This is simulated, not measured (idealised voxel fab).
The name of this process module is voxel self aligned vias.
The figure presents cross-section cut, which has a width of 230 nm and is divided into square cells with an edge length of 5 nm.
Bands, listed from the top down, are how a cross-section gets written in this document; the cross-section itself is a grid of square cells, and a band is one or more rows of them. Heads up on the band format: heights come first, top then bottom, in nm. After that it's the materials left to right, each with its width in nm. A single material flagged "full width" fills the whole band edge to edge, and "air" means there's empty space there. Zero point of the height axis is 0; under it, received wafer = one material. Lowest band: continues down indefinitely, "from 0 down". Width: "30->40" (first number = top row, second number = bottom row, same change from row to row of cells). Any step labelled "no alterations made" changed none of the cells in the cross-section. Heads up: "Sealed internal cavities" only lists the empty pockets with no open path to the top that are 8 cells or more, and it writes them as width x height at distance, distance from the left edge, in nm. Where a step's line continues beyond its settings, the continuation is a remark by the simulator itself on that step. Among the settings permitted on a step's line is "overlay nm"; applied to a step with a mask, it specifies the extent to which the mask lay to the right of its planned position, whereas a negative figure signifies a position to the left.

Process steps foreseen in the plan:
1. RECEIVE (material Si)
2. CONFORMAL_DEP (material SiO2; thk nm 15)
3. CONFORMAL_DEP (material SiCN; thk nm 5)
4. DIRECTIONAL_DEP (material lowk; thk nm 20)
5. MASKED_ETCH (tone open; mask id LINES; width nm 30; pitch nm 55; etch materials lowk; depth nm 20; overlay nm 0)
6. CONFORMAL_DEP (material TiN; thk nm 5)
7. FILL_DEP (material W; thk nm 10)
8. CMP (height nm 40)
9. SELECTIVE_ETCH (etch materials W Ru TiN; depth nm 5)
10. FILL_DEP (material SiN; thk nm 10)
11. CMP (height nm 40)
12. DIRECTIONAL_DEP (material lowk; thk nm 20)
13. DIRECTIONAL_DEP (material aC; thk nm 15)
14. PATTERN (tone open; mask id VIAS; material resist; width nm 40; thk nm 30; overlay nm 0)
15. DIRECTIONAL_ETCH (etch materials aC; depth nm 15)
16. STRIP (etch materials resist)
17. DIRECTIONAL_ETCH (etch materials lowk; depth nm 20)
18. DIRECTIONAL_ETCH (etch materials SiN; depth nm 5)
19. STRIP (etch materials aC)
20. CONFORMAL_DEP (material TiN; thk nm 5)
21. FILL_DEP (material W; thk nm 10)
22. CMP (height nm 60)
23. CONFORMAL_DEP (material SiN; thk nm 5)

Wafer as received: cross-section following step 1:
  from 0 down: Si full width
  Sealed internal cavities: none

Run as planned - first of the two wafers cross-sectioned at the end of the module:
  from 65 to 60: SiN full width
  from 60 to 45: lowk=65 | TiN=5 | W=30 | TiN=5 | lowk=125
  from 45 to 40: lowk=65 | TiN=10 | W=20 | TiN=10 | lowk=125
  from 40 to 35: lowk=70 | TiN=30 | lowk=25 | SiN=30 | lowk=75
  from 35 to 25: lowk=70 | TiN=5 | W=20 | TiN=5 | lowk=25 | TiN=5 | W=20 | TiN=5 | lowk=75
  from 25 to 20: lowk=70 | TiN=30 | lowk=25 | TiN=30 | lowk=75
  from 20 to 15: SiCN full width
  from 15 to 0: SiO2 full width
  from 0 down: Si full width
  Sealed internal cavities: none

Wafer two (of two), end-of-module cross-section: start = wafer one, plan = wafer one, one run mistake:
  from 65 to 60: SiN full width
  from 60 to 45: W=60 | TiN=5 | lowk=40 | TiN=5 | W=120
  from 45 to 40: TiN=65 | lowk=40 | TiN=25 | W=20 | TiN=80
  from 40 to 35: lowk=70 | SiN=30 | lowk=25 | TiN=30 | lowk=75
  from 35 to 25: lowk=70 | TiN=5 | W=20 | TiN=5 | lowk=25 | TiN=5 | W=20 | TiN=5 | lowk=75
  from 25 to 20: lowk=70 | TiN=30 | lowk=25 | TiN=30 | lowk=75
  from 20 to 15: SiCN full width
  from 15 to 0: SiO2 full width
  from 0 down: Si full width
  Sealed internal cavities: none
The plan and the run diverged here: so step 14 ended up running with a different setting than we planned, it ran as PATTERN (tone cover; mask id VIAS; material resist; width nm 40; thk nm 30; overlay nm 0)
It is noted that, at the conclusion of processing, the second wafer exhibits a higher or lower cell count for certain materials relative to the first: +30 TiN | +90 W | -120 lowk
